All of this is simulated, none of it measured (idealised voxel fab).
The name of this process module is voxel spacer lines.
The cross-section on display is named cut; it measures 240 nm wide, and its cells are 5 nm squares.
We lay out every cross-section as a grid of square cells and spell it out in bands from the top down, where one band means one or more rows of cells. In this notation a band is specified by the heights of its top and bottom, in that order and in nm, after which its materials appear from left to right, each paired with its width in nm. The word "full width" attached to a single material means that material fills the band from edge to edge; the word "empty" stands for empty space. Heads up on the height convention: 0 is the point under which the incoming wafer is all one material, and the lowest band has no bottom, it just keeps going down, like "0 -> down". Think of "30..40" as a width that walks from the first number to the second as you go down the band, top row to bottom row, taking equal-sized steps from row to row. The cross-section has no changed cell in any step marked "no change occurred". Listed in "Closed empty spaces": every empty space of 8 or more cells without an open way to the top. Form: width x height at distance, the distance being from the left edge, all in nm. Past the settings on a step's line: simulator remark, on that step. A step's line can hold "overlay nm"; with a mask on that step, the setting says how far right of the planned place the mask lay, while a negative setting says it lay to the left.
**Process steps (planned)**
| 1 | op RECEIVE | material Si |
| 2 | op CONFORMAL_DEP | material Al2O3 | thk nm 5 |
| 3 | op DIRECTIONAL_DEP | material SiN | thk nm 15 |
| 4 | op DIRECTIONAL_DEP | material aC | thk nm 30 |
| 5 | op PATTERN | tone cover | mask id MANDREL | material resist | width nm 15 | pitch nm 60 | thk nm 40 | overlay nm 0 |
| 6 | op DIRECTIONAL_ETCH | etch materials aC | depth nm 30 |
| 7 | op STRIP | etch materials resist |
| 8 | op CONFORMAL_DEP | material SiO2 | thk nm 15 |
| 9 | op DIRECTIONAL_ETCH | etch materials SiO2 | depth nm 15 |
| 10 | op STRIP | etch materials aC |
| 11 | op DIRECTIONAL_ETCH | etch materials SiN | depth nm 15 |
| 12 | op STRIP | etch materials SiO2 |
The width nm used in step 5 is not the same on every wafer, whereas the starting condition is; the value printed in the plan is the first wafer's.
**Here's the first of the wafers in cross-section, just as we got it, i.e. after step 1**
- 0 -> down = Si full width
- Closed empty spaces: none
**First of several wafers: cross-section at the end of the module, after step 12, its last step**
- 20 -> 5 = empty: 35 | SiN: 15 | empty: 15 | SiN: 15 | empty: 15 | SiN: 15 | empty: 15 | SiN: 15 | empty: 15 | SiN: 15 | empty: 15 | SiN: 15 | empty: 40
- 5 -> 0 = Al2O3 full width
- 0 -> down = Si full width
- Closed empty spaces: none
**Of the several wafers, the last: cross-section at the end of the module**
- 20 -> 5 = empty: 30 | SiN: 15 | empty: 30 | SiN: 30 | empty: 30 | SiN: 30 | empty: 30 | SiN: 15 | empty: 30
- 5 -> 0 = Al2O3 full width
- 0 -> down = Si full width
- Closed empty spaces: none
**Wafer rows, end of module: cells per material gained (+) or lost (-) since receipt; closed voids last**
width nm 15; +48 Al2O3; +54 SiN; Closed empty spaces: none
width nm 20; +48 Al2O3; +54 SiN; Closed empty spaces: none
width nm 25; +48 Al2O3; +54 SiN; Closed empty spaces: none
width nm 30; +48 Al2O3; +54 SiN; Closed empty spaces: none
